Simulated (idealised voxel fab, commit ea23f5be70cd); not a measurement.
Name of the process module below: voxel tone inversion
Section cut is 175 nm wide and gridded with 5 nm square cells.
In this document a cross-section is written as a grid of square cells. It is given as a series of bands, listed from the top down, and a band is one or more rows of cells.
Per band: top height and bottom height in nm, followed by the left-to-right materials and their widths in nm; "throughout" marks a single material spanning edge to edge, "empty" marks empty space.
Ref level 0: as-received wafer is one material below here. Bottom band extends down with no lower bound ("z 0 and below").
Width "30 to 40": first value at the band's top row of cells, second value at its bottom row, equal change from row to row.
Step marked "changes: none"? Then no cell in the cross-section changed in it.
Heads up: "Closed void listing" only lists the empty pockets with no open path to the top that are 8 cells or more, and it writes them as width x height at distance, distance from the left edge, in nm.
after a step's settings: what the simulator itself notes on the step
The setting "overlay nm" may be written on the line of a step. When the step uses a mask, the value reports how far to the right of the planned place the mask lay, and a negative value reports that it lay to the left.

Below is the list of planned process steps
step 1: RECEIVE, material Si
step 2: CONFORMAL_DEP, material SiN, thk nm 5
step 3: DIRECTIONAL_DEP, material aC, thk nm 15
step 4: PATTERN, tone cover, mask id POSTS, material resist, width nm 25, pitch nm 55, thk nm 20, overlay nm 0
step 5: DIRECTIONAL_ETCH, etch materials aC, depth nm 15
step 6: STRIP, etch materials resist
step 7: FILL_DEP, material lowk, thk nm 5
step 8: CMP, height nm 20
step 9: STRIP, etch materials aC
step 10: CONFORMAL_DEP, material TiN, thk nm 5
step 11: FILL_DEP, material Ru, thk nm 5
step 12: CMP, height nm 20
step 13: CONFORMAL_DEP, material SiCN, thk nm 5

Incoming wafer, cross-sectional view, post step 1
	z 0 and below | Si throughout
	Closed void listing: none

First wafer at the end, as planned
	z 25 to 20 | SiCN throughout
	z 20 to 10 | lowk=20, TiN=5, Ru=15, TiN=5, lowk=30, TiN=5, Ru=15, TiN=5, lowk=30, TiN=5, Ru=15, TiN=5, lowk=20
	z 10 to 5 | lowk=20, TiN=25, lowk=30, TiN=25, lowk=30, TiN=25, lowk=20
	z 5 to 0 | SiN throughout
	z 0 and below | Si throughout
	Closed void listing: none

The second wafer, shown in cross-section after the module: started the same way as the first and given the same plan, yet one mistake crept into how it was run
	z 25 to 20 | SiCN throughout
	z 20 to 10 | Ru=15, TiN=5, lowk=25, TiN=5, Ru=20, TiN=5, lowk=25, TiN=5, Ru=20, TiN=5, lowk=25, TiN=5, Ru=15
	z 10 to 5 | TiN=20, lowk=25, TiN=30, lowk=25, TiN=30, lowk=25, TiN=20
	z 5 to 0 | SiN throughout
	z 0 and below | Si throughout
	Closed void listing: none
Short version of what went wrong: step 4 ran as: PATTERN, tone open, mask id POSTS, material resist, width nm 25, pitch nm 55, thk nm 20, overlay nm 0
Heads up, by the end the second wafer has more or fewer cells of some materials compared to the first: 10 more of Ru | 5 more of TiN | 15 fewer of lowk
